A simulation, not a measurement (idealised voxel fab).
process module | voxel capacitor over wiring
cross-section cut | 270 nm wide | cells 5 nm
A cross-section is a grid of square cells, given in bands from the top down. A band is one or more rows of cells.
Each band's line starts with the height of the band's top and of its bottom, in nm. Then come its materials from left to right, each with its width in nm. One material with "throughout" fills the band from edge to edge. "air" is empty space.
Height 0 is the level under which the wafer as received is all one material. The lowest band goes on downwards, as in "0 down".
A width such as "30 to 40" changes by the same amount from each row of cells to the next, from the band's top row to its bottom row.
"no change" after a step means that no cell of the cross-section changed.
closed voids: empty space of 8 cells or more with no open way to the top, each as width x height at its distance from the left edge, in nm
after a step's settings: what the simulator itself notes on the step
overlay nm, on a step with a mask: how far to the right of its planned place the mask lay; to the left if negative
plan
1 op RECEIVE | material Si
2 op CONFORMAL_DEP | material SiO2 | thk nm 15
3 op CONFORMAL_DEP | material SiN | thk nm 5
4 op DIRECTIONAL_DEP | material SiO2 | thk nm 20
5 op DIRECTIONAL_DEP | material aC | thk nm 15
6 op PATTERN | tone open | mask id METAL_1 | material resist | width nm 30 | pitch nm 80 | thk nm 35 | overlay nm 0
7 op DIRECTIONAL_ETCH | etch materials aC | depth nm 15
8 op STRIP | etch materials resist
9 op DIRECTIONAL_ETCH | etch materials SiO2 | depth nm 20
10 op DIRECTIONAL_ETCH | etch materials SiN | depth nm 5
11 op STRIP | etch materials aC
12 op CONFORMAL_DEP | material TiN | thk nm 5
13 op FILL_DEP | material Cu | thk nm 5
14 op CMP | height nm 40
15 op CONFORMAL_DEP | material SiCN | thk nm 5
16 op DIRECTIONAL_DEP | material lowk | thk nm 20
17 op MASKED_ETCH | tone open | mask id PLUG_1 | width nm 15 | etch materials lowk | depth nm 20 | overlay nm 0
18 op MASKED_ETCH | tone open | mask id PLUG_1 | width nm 15 | etch materials SiCN | depth nm 5 | overlay nm 0
19 op CONFORMAL_DEP | material TiN | thk nm 5
20 op FILL_DEP | material Cu | thk nm 5
21 op CMP | height nm 65
22 op DIRECTIONAL_DEP | material TiN | thk nm 10
23 op DIRECTIONAL_DEP | material HfO2 | thk nm 5
24 op DIRECTIONAL_DEP | material TiN | thk nm 5
25 op PATTERN | tone cover | mask id UPPER_PLATE | material resist | width nm 55 | thk nm 15 | overlay nm 0
26 op DIRECTIONAL_ETCH | etch materials TiN | depth nm 5
27 op DIRECTIONAL_ETCH | etch materials HfO2 | depth nm 5
28 op STRIP | etch materials resist
29 op DIRECTIONAL_DEP | material aC | thk nm 10
30 op PATTERN | tone cover | mask id LOWER_PLATE | material resist | width nm 65 | thk nm 25 | overlay nm 0
31 op DIRECTIONAL_ETCH | etch materials aC | depth nm 10
32 op STRIP | etch materials resist
33 op DIRECTIONAL_ETCH | etch materials TiN | depth nm 10
34 op STRIP | etch materials aC
35 op FILL_DEP | material SiO2 | thk nm 15
36 op CMP | height nm 95
37 op DIRECTIONAL_DEP | material aC | thk nm 10
38 op PATTERN | tone open | mask id PLUG_2 | material resist | width nm 15 | thk nm 30 | overlay nm 0
39 op DIRECTIONAL_ETCH | etch materials aC | depth nm 10
40 op STRIP | etch materials resist
41 op DIRECTIONAL_ETCH | etch materials SiO2 | depth nm 10
42 op STRIP | etch materials aC
43 op CONFORMAL_DEP | material TiN | thk nm 5
44 op FILL_DEP | material Ru | thk nm 5
45 op CMP | height nm 95
46 op CONFORMAL_DEP | material SiN | thk nm 5
as received, after step 1
  0 down: Si throughout
  closed voids: none
a wafer at the end: this start, this plan, one mistake
  100 to 95: SiN throughout
  95 to 90: SiO2 105 | TiN 5 | Ru 5 | TiN 5 | SiO2 150
  90 to 80: SiO2 105 to 95 | TiN 15 to 55 | SiO2 150 to 120
  80 to 75: SiO2 95 | HfO2 55 | SiO2 120
  75 to 65: SiO2 90 | TiN 65 | SiO2 115
  65 to 45: lowk 95 | TiN 5 | Cu 5 | TiN 5 | lowk 160
  45 to 40: SiCN 95 | TiN 15 | SiCN 160
  40 to 30: SiO2 80 | TiN 5 | Cu 20 | TiN 5 | SiO2 50 | TiN 5 | Cu 20 | TiN 5 | SiO2 80
  30 to 25: SiN 80 | TiN 30 | SiN 50 | TiN 30 | SiN 80
  25 to 15: SiN throughout
  15 to 0: SiO2 throughout
  0 down: Si throughout
  closed voids: none
what went wrong: step 3 ran as: op CONFORMAL_DEP | material SiN | thk nm 15
